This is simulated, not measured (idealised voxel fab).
process module | voxel capacitor over wiring
cross-section cut | 240 nm wide | cells 5 nm
A cross-section is a grid of square cells, given in bands from the top down. A band is one or more rows of cells.
Each band's line starts with the height of the band's top and of its bottom, in nm. Then come its materials from left to right, each with its width in nm. One material with "throughout" fills the band from edge to edge. "air" is empty space.
Height 0 is the level under which the wafer as received is all one material. The lowest band goes on downwards, as in "0 down".
A width such as "30 to 40" changes by the same amount from each row of cells to the next, from the band's top row to its bottom row.
"no change" after a step means that no cell of the cross-section changed.
closed voids: empty space of 8 cells or more with no open way to the top, each as width x height at its distance from the left edge, in nm
after a step's settings: what the simulator itself notes on the step
overlay nm, on a step with a mask: how far to the right of its planned place the mask lay; to the left if negative
plan
1 op RECEIVE | material Si
2 op CONFORMAL_DEP | material SiO2 | thk nm 10
3 op CONFORMAL_DEP | material SiN | thk nm 5
4 op DIRECTIONAL_DEP | material lowk | thk nm 25
5 op MASKED_ETCH | tone open | mask id METAL_1 | width nm 20 | pitch nm 80 | etch materials lowk | depth nm 25 | overlay nm 0
6 op MASKED_ETCH | tone open | mask id METAL_1 | width nm 20 | pitch nm 80 | etch materials SiN | depth nm 5 | overlay nm 0
7 op CONFORMAL_DEP | material TiN | thk nm 5
8 op FILL_DEP | material Cu | thk nm 5
9 op CMP | height nm 40
10 op EPI | material Ru | thk nm 5
11 op FILL_DEP | material SiCN | thk nm 5
12 op DIRECTIONAL_DEP | material SiO2 | thk nm 10
13 op PATTERN | tone open | mask id PLUG_1 | material resist | width nm 15 | thk nm 15 | overlay nm 0
14 op DIRECTIONAL_ETCH | etch materials SiO2 | depth nm 10
15 op DIRECTIONAL_ETCH | etch materials SiCN | depth nm 5
16 op STRIP | etch materials resist
17 op CONFORMAL_DEP | material TiN | thk nm 5
18 op FILL_DEP | material Ru | thk nm 5
19 op CMP | height nm 60
20 op DIRECTIONAL_DEP | material TiN | thk nm 5
21 op DIRECTIONAL_DEP | material HfO2 | thk nm 5
22 op DIRECTIONAL_DEP | material TiN | thk nm 10
23 op MASKED_ETCH | tone cover | mask id UPPER_PLATE | width nm 65 | etch materials TiN | depth nm 10 | overlay nm 0
24 op MASKED_ETCH | tone cover | mask id UPPER_PLATE | width nm 65 | etch materials HfO2 | depth nm 5 | overlay nm 0
25 op MASKED_ETCH | tone cover | mask id LOWER_PLATE | width nm 75 | etch materials TiN | depth nm 5 | overlay nm 0
26 op FILL_DEP | material SiO2 | thk nm 20
27 op CMP | height nm 95
28 op PATTERN | tone open | mask id PLUG_2 | material resist | width nm 15 | thk nm 20 | overlay nm 0
29 op DIRECTIONAL_ETCH | etch materials SiO2 | depth nm 15
30 op STRIP | etch materials resist
31 op CONFORMAL_DEP | material TiN | thk nm 5
32 op FILL_DEP | material Cu | thk nm 5
33 op CMP | height nm 95
34 op CONFORMAL_DEP | material SiCN | thk nm 5
as received, after step 1
  0 down: Si throughout
  closed voids: none
first wafer at the end, as planned
  100 to 95: SiCN throughout
  95 to 85: SiO2 85 | TiN 5 | Cu 5 | TiN 5 | SiO2 140
  85 to 80: SiO2 85 | TiN 15 | SiO2 140
  80 to 70: SiO2 75 | TiN 65 | SiO2 100
  70 to 65: SiO2 75 | HfO2 65 | SiO2 100
  65 to 60: SiO2 70 | TiN 75 | SiO2 95
  60 to 50: SiO2 75 | TiN 5 | Ru 5 | TiN 5 | SiO2 150
  50 to 45: SiCN 75 | TiN 15 | SiCN 150
  45 to 40: SiCN 65 | Ru 30 | SiCN 50 | Ru 30 | SiCN 65
  40 to 15: lowk 70 | TiN 5 | Cu 10 | TiN 5 | lowk 60 | TiN 5 | Cu 10 | TiN 5 | lowk 70
  15 to 10: SiN 70 | TiN 20 | SiN 60 | TiN 20 | SiN 70
  10 to 0: SiO2 throughout
  0 down: Si throughout
  closed voids: none
second wafer at the end: like start, like plan, one mistake
  100 to 95: SiCN throughout
  95 to 85: SiO2 85 | TiN 5 | Cu 5 | TiN 5 | SiO2 140
  85 to 80: SiO2 85 | TiN 15 | SiO2 140
  80 to 70: SiO2 75 | TiN 65 | SiO2 100
  70 to 65: SiO2 throughout
  65 to 60: TiN throughout
  60 to 50: SiO2 75 | TiN 5 | Ru 5 | TiN 5 | SiO2 150
  50 to 45: SiCN 75 | TiN 15 | SiCN 150
  45 to 40: SiCN 65 | Ru 30 | SiCN 50 | Ru 30 | SiCN 65
  40 to 15: lowk 70 | TiN 5 | Cu 10 | TiN 5 | lowk 60 | TiN 5 | Cu 10 | TiN 5 | lowk 70
  15 to 10: SiN 70 | TiN 20 | SiN 60 | TiN 20 | SiN 70
  10 to 0: SiO2 throughout
  0 down: Si throughout
  closed voids: none
what went wrong: step 21 ran as: op DIRECTIONAL_DEP | material SiO2 | thk nm 5
at the end the second wafer has, in cells: 13 fewer of HfO2 | 20 fewer of SiO2 | 33 more of TiN
